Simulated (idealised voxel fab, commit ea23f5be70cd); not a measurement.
process module | voxel ribs on slabs
cross-section cut | 260 nm wide | cells 5 nm
A cross-section is a grid of square cells, given in bands from the top down. A band is one or more rows of cells.
Each band's line starts with the height of the band's top and of its bottom, in nm. Then come its materials from left to right, each with its width in nm. One material with "throughout" fills the band from edge to edge. "air" is empty space.
Height 0 is the level under which the wafer as received is all one material. The lowest band goes on downwards, as in "0 down".
A width such as "30 to 40" changes by the same amount from each row of cells to the next, from the band's top row to its bottom row.
"no change" after a step means that no cell of the cross-section changed.
closed voids: empty space of 8 cells or more with no open way to the top, each as width x height at its distance from the left edge, in nm
after a step's settings: what the simulator itself notes on the step
overlay nm, on a step with a mask: how far to the right of its planned place the mask lay; to the left if negative
plan
1 op RECEIVE | material Si
2 op DIRECTIONAL_DEP | material SiO2 | thk nm 25
3 op DIRECTIONAL_DEP | material SiN | thk nm 20
4 op DIRECTIONAL_DEP | material aC | thk nm 15
5 op PATTERN | tone cover | mask id RIB | material resist | width nm 25 | thk nm 30 | overlay nm 0
6 op DIRECTIONAL_ETCH | etch materials aC | depth nm 15
7 op STRIP | etch materials resist
8 op DIRECTIONAL_ETCH | etch materials SiN | depth nm 15
9 op STRIP | etch materials aC
10 op DIRECTIONAL_DEP | material aC | thk nm 10
11 op PATTERN | tone cover | mask id SLAB | material resist | width nm 75 | thk nm 30 | overlay nm 0
12 op DIRECTIONAL_ETCH | etch materials aC | depth nm 10
13 op STRIP | etch materials resist
14 op DIRECTIONAL_ETCH | etch materials SiN | depth nm 5
15 op STRIP | etch materials aC
16 op FILL_DEP | material SiO2 | thk nm 25
17 op CMP | height nm 65
18 op DIRECTIONAL_DEP | material TiN | thk nm 10
19 op MASKED_ETCH | tone cover | mask id HEATER | width nm 35 | etch materials TiN | depth nm 10 | overlay nm 0
20 op CONFORMAL_DEP | material SiO2 | thk nm 5
first wafer, as planned
as received, after step 1
  0 down: Si throughout
  closed voids: none
after step 2
  25 to 0: SiO2 throughout
  below 0: unchanged
after step 3
  45 to 25: SiN throughout
  below 25: unchanged
after step 4
  60 to 45: aC throughout
  below 45: unchanged
after step 5
  90 to 60: air 115 | resist 25 | air 120
  below 60: unchanged
after step 6
  75 to 60: air 115 | resist 25 | air 120
  60 to 45: air 115 | aC 25 | air 120
  below 45: unchanged
after step 7
  60 to 45: air 115 | aC 25 | air 120
  below 45: unchanged
after step 8
  60 to 45: air 115 | aC 25 | air 120
  45 to 30: air 115 | SiN 25 | air 120
  below 30: unchanged
after step 9
  45 to 30: air 115 | SiN 25 | air 120
  below 30: unchanged
after step 10
  55 to 45: air 115 | aC 25 | air 120
  45 to 40: air 115 | SiN 25 | air 120
  40 to 30: aC 115 | SiN 25 | aC 120
  below 30: unchanged
after step 11
  85 to 55: air 90 | resist 75 | air 95
  55 to 45: air 90 | resist 25 | aC 25 | resist 25 | air 95
  45 to 40: air 90 | resist 25 | SiN 25 | resist 25 | air 95
  below 40: unchanged
after step 12
  75 to 55: air 90 | resist 75 | air 95
  55 to 45: air 90 | resist 25 | aC 25 | resist 25 | air 95
  45 to 40: air 90 | resist 25 | SiN 25 | resist 25 | air 95
  40 to 30: air 90 | aC 25 | SiN 25 | aC 25 | air 95
  below 30: unchanged
after step 13
  55 to 45: air 115 | aC 25 | air 120
  45 to 40: air 115 | SiN 25 | air 120
  below 40: unchanged
after step 14
  55 to 45: air 115 | aC 25 | air 120
  45 to 40: air 115 | SiN 25 | air 120
  40 to 30: air 90 | aC 25 | SiN 25 | aC 25 | air 95
  30 to 25: air 90 | SiN 75 | air 95
  below 25: unchanged
after step 15
  45 to 30: air 115 | SiN 25 | air 120
  below 30: unchanged
after step 16
  70 to 45: SiO2 throughout
  45 to 30: SiO2 115 | SiN 25 | SiO2 120
  30 to 25: SiO2 90 | SiN 75 | SiO2 95
  below 25: unchanged
after step 17
  65 to 45: SiO2 throughout
  below 45: unchanged
after step 18
  75 to 65: TiN throughout
  below 65: unchanged
after step 19
  75 to 65: air 110 | TiN 35 | air 115
  below 65: unchanged
after step 20
  80 to 75: air 105 | SiO2 45 | air 110
  75 to 70: air 105 | SiO2 5 | TiN 35 | SiO2 5 | air 110
  70 to 65: SiO2 110 | TiN 35 | SiO2 115
  below 65: unchanged
second wafer: like start, like plan, one mistake. Through step 1 it matches the first wafer
when step 2 should have ended
  50 to 0: SiO2 throughout
  below 0: unchanged
when step 3 should have ended
  70 to 50: SiN throughout
  below 50: unchanged
when step 4 should have ended
  85 to 70: aC throughout
  below 70: unchanged
when step 5 should have ended
  115 to 85: air 115 | resist 25 | air 120
  below 85: unchanged
when step 6 should have ended
  100 to 85: air 115 | resist 25 | air 120
  85 to 70: air 115 | aC 25 | air 120
  below 70: unchanged
when step 7 should have ended
  85 to 70: air 115 | aC 25 | air 120
  below 70: unchanged
when step 8 should have ended
  85 to 70: air 115 | aC 25 | air 120
  70 to 55: air 115 | SiN 25 | air 120
  below 55: unchanged
when step 9 should have ended
  70 to 55: air 115 | SiN 25 | air 120
  below 55: unchanged
when step 10 should have ended
  80 to 70: air 115 | aC 25 | air 120
  70 to 65: air 115 | SiN 25 | air 120
  65 to 55: aC 115 | SiN 25 | aC 120
  below 55: unchanged
when step 11 should have ended
  110 to 80: air 90 | resist 75 | air 95
  80 to 70: air 90 | resist 25 | aC 25 | resist 25 | air 95
  70 to 65: air 90 | resist 25 | SiN 25 | resist 25 | air 95
  below 65: unchanged
when step 12 should have ended
  100 to 80: air 90 | resist 75 | air 95
  80 to 70: air 90 | resist 25 | aC 25 | resist 25 | air 95
  70 to 65: air 90 | resist 25 | SiN 25 | resist 25 | air 95
  65 to 55: air 90 | aC 25 | SiN 25 | aC 25 | air 95
  below 55: unchanged
when step 13 should have ended
  80 to 70: air 115 | aC 25 | air 120
  70 to 65: air 115 | SiN 25 | air 120
  below 65: unchanged
when step 14 should have ended
  80 to 70: air 115 | aC 25 | air 120
  70 to 65: air 115 | SiN 25 | air 120
  65 to 55: air 90 | aC 25 | SiN 25 | aC 25 | air 95
  55 to 50: air 90 | SiN 75 | air 95
  below 50: unchanged
when step 15 should have ended
  70 to 55: air 115 | SiN 25 | air 120
  below 55: unchanged
when step 16 should have ended
  95 to 70: SiO2 throughout
  70 to 55: SiO2 115 | SiN 25 | SiO2 120
  55 to 50: SiO2 90 | SiN 75 | SiO2 95
  below 50: unchanged
when step 17 should have ended
  65 to 55: SiO2 115 | SiN 25 | SiO2 120
  below 55: unchanged
when step 18 should have ended
  75 to 65: TiN throughout
  below 65: unchanged
when step 19 should have ended
  75 to 65: air 110 | TiN 35 | air 115
  below 65: unchanged
when step 20 should have ended
  80 to 75: air 105 | SiO2 45 | air 110
  75 to 70: air 105 | SiO2 5 | TiN 35 | SiO2 5 | air 110
  70 to 65: SiO2 110 | TiN 35 | SiO2 115
  below 65: unchanged
what went wrong: step 2 was run twice
at the end the second wafer has, in cells: 5 fewer of SiN | 5 more of SiO2
